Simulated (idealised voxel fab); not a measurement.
The name of this process module is voxel released beams.
The cross-section on display is named cut; it measures 170 nm wide, and its cells are 5 nm squares.
For the purposes of this document, a cross-section shall be understood as a grid of square cells, specified as bands listed in top-to-bottom order, each band consisting of one or more rows of cells. Basically the band line says how high the top is and how high the bottom is, in nm, and then what's in it from left to right, every material with its width in nm. Empty space shows up as "air", and if a single material carries "full width" it runs the full band edge to edge. Basically, 0 is our baseline, since under it the wafer straight out of the box is all one material. The bottom band has no lower end and keeps on going down, so it looks like "0 and below". A width such as "30->40" changes by the same amount from each row of cells to the next, from the band's top row to its bottom row. For the purposes of this document, the phrase "remains unaltered" attached to a step denotes that no cell within the cross-section was modified by that step. Each empty space that has no open way to the top and spans at least 8 cells appears under "Closed empty spaces" as width x height at distance, the distance counted from the left edge, all in nm. Where a step's line continues beyond its settings, the continuation is a remark by the simulator itself on that step. overlay nm: right-of-plan distance of the mask on a masked step; negative values mean left-of-plan.

# Process steps (planned)
1: RECEIVE (material Si)
2: CONFORMAL_DEP (material Al2O3; thk nm 5)
3: DIRECTIONAL_DEP (material SiO2; thk nm 20)
4: PATTERN (tone open; mask id ANCHOR; material resist; width nm 40; thk nm 20; overlay nm 0)
5: DIRECTIONAL_ETCH (etch materials SiO2; depth nm 20)
6: STRIP (etch materials resist)
7: CONFORMAL_DEP (material SiN; thk nm 15)
8: MASKED_ETCH (tone cover; mask id BEAM; width nm 85; etch materials SiN; depth nm 15; overlay nm 0)
9: STRIP (etch materials SiO2)

# As-received state of the wafer in cross-section, equivalent to post-step 1
  0 and below  Si full width
  Closed empty spaces: none

# Figure: cross-sectional view of the wafer upon completion of the module, processed from the initial state and according to the plan depicted above, with one error introduced during execution
  25 down to 5  45 of air  15 of SiN  10 of air  15 of SiN  85 of air
  5 down to 0  Al2O3 full width
  0 and below  Si full width
  Closed empty spaces: none
What went wrong in running the wafer? for step 8, the planned setting was not used; the step was instead run as MASKED_ETCH (tone open; mask id BEAM; width nm 85; etch materials SiN; depth nm 15; overlay nm 0)
